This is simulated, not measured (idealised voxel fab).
The following process module bears the name voxel ribs on slabs.
175 nm wide, 5 nm square cells: that's cross-section cut.
We lay out every cross-section as a grid of square cells and spell it out in bands from the top down, where one band means one or more rows of cells. Heights first: top, then bottom, in nm. Then materials, left to right, each with a width in nm. "everywhere" on a single material: fills the band edge to edge. "air": empty space. It should be noted that heights are counted from 0, beneath which the wafer as supplied is of one material throughout, and that the lowest band possesses no lower boundary but continues downward, as written in "0 and below". When a width is written as two numbers, as in "30..40", the first number is the width in the top row of cells of the band and the second is the width in its bottom row, and the width changes by the same amount from each row to the next. Key: "changes: none" - step with no changed cell in the cross-section. "Completely enclosed voids" lists enclosed empty spaces (at least 8 cells, no open path upward to the top), each as width x height at distance from the left edge, in nm. That trailing text on a step's line, after the settings, is the simulator's own remark on the step. For masked steps, "overlay nm" on the step line gives how far right of plan the mask actually lay; a minus sign means it lay to the left.

Planned process steps
| 1 | RECEIVE: material Si |
| 2 | DIRECTIONAL_DEP: material SiO2, thk nm 20 |
| 3 | DIRECTIONAL_DEP: material polySi, thk nm 15 |
| 4 | DIRECTIONAL_DEP: material aC, thk nm 15 |
| 5 | PATTERN: tone cover, mask id RIB, material resist, width nm 30, thk nm 35, overlay nm 0 |
| 6 | DIRECTIONAL_ETCH: etch materials aC, depth nm 15 |
| 7 | STRIP: etch materials resist |
| 8 | DIRECTIONAL_ETCH: etch materials polySi, depth nm 10 |
| 9 | STRIP: etch materials aC |
| 10 | MASKED_ETCH: tone cover, mask id SLAB, width nm 70, etch materials polySi, depth nm 5, overlay nm 0 |
| 11 | FILL_DEP: material SiO2, thk nm 20 |
| 12 | CMP: height nm 45 |
| 13 | DIRECTIONAL_DEP: material W, thk nm 10 |
| 14 | DIRECTIONAL_DEP: material aC, thk nm 15 |
| 15 | PATTERN: tone cover, mask id HEATER, material resist, width nm 40, thk nm 35, overlay nm 0 |
| 16 | DIRECTIONAL_ETCH: etch materials aC, depth nm 15 |
| 17 | STRIP: etch materials resist |
| 18 | DIRECTIONAL_ETCH: etch materials W, depth nm 10 |
| 19 | STRIP: etch materials aC |
| 20 | CONFORMAL_DEP: material SiO2, thk nm 10 |

First wafer of two (run as planned)

The cross-section here shows the wafer as received, i.e. in its state after step 1
- 0 and below  Si everywhere
- Completely enclosed voids: none

How the wafer stands in section after step 2
- 20 down to 0  SiO2 everywhere
- For the remainder of the cross-section, below 0, there is no change.

How the wafer stands in section after step 3
- 35 down to 20  polySi everywhere
- For the remainder of the cross-section, below 20, there is no change.

How the wafer stands in section after step 4
- 50 down to 35  aC everywhere
- For the remainder of the cross-section, below 35, there is no change.

How the wafer stands in section after step 5
- 85 down to 50  70 of air | 30 of resist | 75 of air
- For the remainder of the cross-section, below 50, there is no change.

How the wafer stands in section after step 6
- 70 down to 50  70 of air | 30 of resist | 75 of air
- 50 down to 35  70 of air | 30 of aC | 75 of air
- For the remainder of the cross-section, below 35, there is no change.

How the wafer stands in section after step 7
- 50 down to 35  70 of air | 30 of aC | 75 of air
- For the remainder of the cross-section, below 35, there is no change.

How the wafer stands in section after step 8
- 50 down to 35  70 of air | 30 of aC | 75 of air
- 35 down to 25  70 of air | 30 of polySi | 75 of air
- For the remainder of the cross-section, below 25, there is no change.

How the wafer stands in section after step 9
- 35 down to 25  70 of air | 30 of polySi | 75 of air
- For the remainder of the cross-section, below 25, there is no change.

How the wafer stands in section after step 10
- 35 down to 25  70 of air | 30 of polySi | 75 of air
- 25 down to 20  50 of air | 70 of polySi | 55 of air
- For the remainder of the cross-section, below 20, there is no change.

How the wafer stands in section after step 11
- 55 down to 35  SiO2 everywhere
- 35 down to 25  70 of SiO2 | 30 of polySi | 75 of SiO2
- 25 down to 20  50 of SiO2 | 70 of polySi | 55 of SiO2
- For the remainder of the cross-section, below 20, there is no change.

How the wafer stands in section after step 12
- 45 down to 35  SiO2 everywhere
- For the remainder of the cross-section, below 35, there is no change.

How the wafer stands in section after step 13
- 55 down to 45  W everywhere
- For the remainder of the cross-section, below 45, there is no change.

How the wafer stands in section after step 14
- 70 down to 55  aC everywhere
- For the remainder of the cross-section, below 55, there is no change.

How the wafer stands in section after step 15
- 105 down to 70  65 of air | 40 of resist | 70 of air
- For the remainder of the cross-section, below 70, there is no change.

How the wafer stands in section after step 16
- 90 down to 70  65 of air | 40 of resist | 70 of air
- 70 down to 55  65 of air | 40 of aC | 70 of air
- For the remainder of the cross-section, below 55, there is no change.

How the wafer stands in section after step 17
- 70 down to 55  65 of air | 40 of aC | 70 of air
- For the remainder of the cross-section, below 55, there is no change.

How the wafer stands in section after step 18
- 70 down to 55  65 of air | 40 of aC | 70 of air
- 55 down to 45  65 of air | 40 of W | 70 of air
- For the remainder of the cross-section, below 45, there is no change.

How the wafer stands in section after step 19
- 55 down to 45  65 of air | 40 of W | 70 of air
- For the remainder of the cross-section, below 45, there is no change.

How the wafer stands in section after step 20
- 65 down to 55  55 of air | 60 of SiO2 | 60 of air
- 55 down to 45  65 of SiO2 | 40 of W | 70 of SiO2
- For the remainder of the cross-section, below 45, there is no change.

Wafer two. Same start, same plan, one slip in execution. Same as wafer one through step 14, inclusive

Cross-section of the second wafer when, according to plan, step 15 should have finished
- 105 down to 70  75 of air | 40 of resist | 60 of air
- For the remainder of the cross-section, below 70, there is no change.

Cross-section of the second wafer when, according to plan, step 16 should have finished
- 90 down to 70  75 of air | 40 of resist | 60 of air
- 70 down to 55  75 of air | 40 of aC | 60 of air
- For the remainder of the cross-section, below 55, there is no change.

Cross-section of the second wafer when, according to plan, step 17 should have finished
- 70 down to 55  75 of air | 40 of aC | 60 of air
- For the remainder of the cross-section, below 55, there is no change.

Cross-section of the second wafer when, according to plan, step 18 should have finished
- 70 down to 55  75 of air | 40 of aC | 60 of air
- 55 down to 45  75 of air | 40 of W | 60 of air
- For the remainder of the cross-section, below 45, there is no change.

Cross-section of the second wafer when, according to plan, step 19 should have finished
- 55 down to 45  75 of air | 40 of W | 60 of air
- For the remainder of the cross-section, below 45, there is no change.

Cross-section of the second wafer when, according to plan, step 20 should have finished
- 65 down to 55  65 of air | 60 of SiO2 | 50 of air
- 55 down to 45  75 of SiO2 | 40 of W | 60 of SiO2
- For the remainder of the cross-section, below 45, there is no change.
Processing error: planned and actual differ for step 15; actual: PATTERN: tone cover, mask id HEATER, material resist, width nm 40, thk nm 35, overlay nm 10
End check, second vs first wafer: material counts in cells match, positions do not.
